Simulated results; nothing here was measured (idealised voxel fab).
The name of this process module is voxel transistor to metal.
Pictured: cross-section cut, 275 nm wide, on a grid of 5 nm square cells.
Notation: cross-section as square-cell grid; stated in bands, top first, going down; one or more cell rows per band. A band entry consists of two parts. The first gives the height of the band's top and the height of its bottom, in nm. The rest lists the band's materials from left to right, each with its width in nm. A single material labelled with the word "all across" fills the band from edge to edge, and the word "air" marks empty space. Beneath 0, the wafer as received is one material, and that level is where height counting begins. The lowest band goes on downward without a bottom; it is written like "0 down". A two-number width, for instance "30->40", indicates that the width is equal to the first number in the top row of the band and to the second number in the bottom row, and that it changes by a constant amount per row of cells. Where the words "remained unchanged" appear for a step, the cross-section shows no cell changed by that step; every cell remained as before. Under "Closed internal voids" you'll find the enclosed gaps, the ones with no way out to the top, that are 8 cells or bigger; each reads width x height at distance, with distance counted from the left edge, everything in nm. The remark found on a step's line after its settings is issued by the simulator itself and pertains to that step. overlay nm, on a step with a mask: how far to the right of its planned place the mask lay; to the left if negative.

[Below is the list of planned process steps]
1,RECEIVE (material Si)
2,OXIDIZE (depth nm 5)
3,CONFORMAL_DEP (material SiN; thk nm 15)
4,DIRECTIONAL_DEP (material aC; thk nm 15)
5,PATTERN (tone cover; mask id ACTIVE; material resist; width nm 105; pitch nm 130; thk nm 30; overlay nm 0)
6,DIRECTIONAL_ETCH (etch materials aC; depth nm 15)
7,STRIP (etch materials resist)
8,DIRECTIONAL_ETCH (etch materials SiN; depth nm 15)
9,DIRECTIONAL_ETCH (etch materials SiO2; depth nm 5)
10,DIRECTIONAL_ETCH (etch materials Si; depth nm 25)
11,STRIP (etch materials aC)
12,FILL_DEP (material SiO2; thk nm 10)
13,CMP (height nm 15)
14,SELECTIVE_ETCH (etch materials SiO2; depth nm 5)
15,STRIP (etch materials SiN)
16,SELECTIVE_ETCH (etch materials SiO2; depth nm 5)
17,OXIDIZE (depth nm 5)
18,DIRECTIONAL_DEP (material polySi; thk nm 30)
19,DIRECTIONAL_DEP (material SiCN; thk nm 15)
20,DIRECTIONAL_DEP (material aC; thk nm 10)
21,PATTERN (tone cover; mask id GATE; material resist; width nm 25; pitch nm 130; thk nm 30; overlay nm 0)
22,DIRECTIONAL_ETCH (etch materials aC; depth nm 10)
23,STRIP (etch materials resist)
24,DIRECTIONAL_ETCH (etch materials SiCN; depth nm 25)
25,DIRECTIONAL_ETCH (etch materials polySi; depth nm 40)
26,STRIP (etch materials aC)
27,CONFORMAL_DEP (material SiN; thk nm 5)
28,DIRECTIONAL_ETCH (etch materials SiN; depth nm 5)
29,DIRECTIONAL_ETCH (etch materials SiO2; depth nm 5)
30,DIRECTIONAL_ETCH (etch materials Si; depth nm 15)
31,EPI (material pSi; thk nm 20)
32,FILL_DEP (material SiO2; thk nm 5)
33,CMP (height nm 40)
34,DIRECTIONAL_DEP (material SiO2; thk nm 15)
35,PATTERN (tone open; mask id CONTACT; material resist; width nm 30; pitch nm 65; thk nm 15; overlay nm 0)
36,DIRECTIONAL_ETCH (etch materials SiO2; depth nm 60)
37,STRIP (etch materials resist)
38,CONFORMAL_DEP (material TiN; thk nm 5)
39,FILL_DEP (material W; thk nm 5)
40,CMP (height nm 55)
41,DIRECTIONAL_DEP (material TiN; thk nm 5)
42,DIRECTIONAL_DEP (material W; thk nm 25)
43,MASKED_ETCH (tone cover; mask id METAL_1; width nm 15; etch materials W; depth nm 25; overlay nm 0)
44,MASKED_ETCH (tone cover; mask id METAL_1; width nm 15; etch materials TiN; depth nm 5; overlay nm 0)
45,CONFORMAL_DEP (material SiCN; thk nm 5)
46,FILL_DEP (material SiO2; thk nm 5)
47,CMP (height nm 85)
48,CONFORMAL_DEP (material SiN; thk nm 5)

[as received, after step 1]
    0 down: Si all across
    Closed internal voids: none

[Cross-section at module end, one run error; start and plan unchanged from above]
    90 to 85: SiN all across
    85 to 60: SiO2 20 | SiCN 5 | W 15 | SiCN 5 | SiO2 55 | SiCN 5 | W 15 | SiCN 5 | SiO2 25 | SiCN 5 | W 15 | SiCN 5 | SiO2 55 | SiCN 5 | W 15 | SiCN 5 | SiO2 20
    60 to 55: SiCN 25 | TiN 15 | SiCN 65 | TiN 15 | SiCN 35 | TiN 15 | SiCN 65 | TiN 15 | SiCN 25
    55 to 45: W 20 | TiN 5 | SiO2 30 | TiN 5 | W 25 | TiN 5 | SiO2 30 | TiN 5 | W 25 | TiN 5 | SiO2 30 | TiN 5 | W 25 | TiN 5 | SiO2 30 | TiN 5 | W 20
    45 to 40: W 20 | TiN 5 | SiO2 30 | TiN 35 | SiO2 30 | TiN 5 | W 25 | TiN 5 | SiO2 30 | TiN 35 | SiO2 30 | TiN 5 | W 20
    40 to 25: W 20 | TiN 5 | SiO2 30 | SiN 5 | SiCN 25 | SiN 5 | SiO2 30 | TiN 5 | W 25 | TiN 5 | SiO2 30 | SiN 5 | SiCN 25 | SiN 5 | SiO2 30 | TiN 5 | W 20
    25 to 10: W 20 | TiN 5 | SiO2 30 | SiN 5 | polySi 25 | SiN 5 | SiO2 30 | TiN 5 | W 25 | TiN 5 | SiO2 30 | SiN 5 | polySi 25 | SiN 5 | SiO2 30 | TiN 5 | W 20
    10 to 5: W 10 | TiN 15 | SiO2 10 | pSi 20 | SiN 5 | polySi 25 | SiN 5 | pSi 20 | SiO2 10 | TiN 15 | W 5 | TiN 15 | SiO2 10 | pSi 20 | SiN 5 | polySi 25 | SiN 5 | pSi 20 | SiO2 10 | TiN 15 | W 10
    5 to 0: W 10 | TiN 5 | SiN 5 | TiN 5 | SiO2 10 | pSi 20 | SiN 5 | polySi 25 | SiN 5 | pSi 20 | SiO2 10 | TiN 5 | SiN 5 | TiN 5 | W 5 | TiN 5 | SiN 5 | TiN 5 | SiO2 10 | pSi 20 | SiN 5 | polySi 25 | SiN 5 | pSi 20 | SiO2 10 | TiN 5 | SiN 5 | TiN 5 | W 10
    0 to -5: TiN 15 | SiN 5 | TiN 5 | SiO2 10 | pSi 20 | SiN 5 | polySi 25 | SiN 5 | pSi 20 | SiO2 10 | TiN 5 | SiN 5 | TiN 15 | SiN 5 | TiN 5 | SiO2 10 | pSi 20 | SiN 5 | polySi 25 | SiN 5 | pSi 20 | SiO2 10 | TiN 5 | SiN 5 | TiN 15
    -5 to -10: SiO2 20 | pSi 35 | SiO2 35 | pSi 35 | SiO2 25 | pSi 35 | SiO2 35 | pSi 35 | SiO2 20
    -10 to -25: SiO2 20 | pSi 35 | Si 35 | pSi 35 | SiO2 25 | pSi 35 | Si 35 | pSi 35 | SiO2 20
    -25 to -30: SiO2 20 | Si 105 | SiO2 25 | Si 105 | SiO2 20
    -30 down: Si all across
    Closed internal voids: none
In executing the process, a mistake was made relative to the plan: step 35 did not happen as planned, as run it was PATTERN (tone cover; mask id CONTACT; material resist; width nm 30; pitch nm 65; thk nm 15; overlay nm 0)
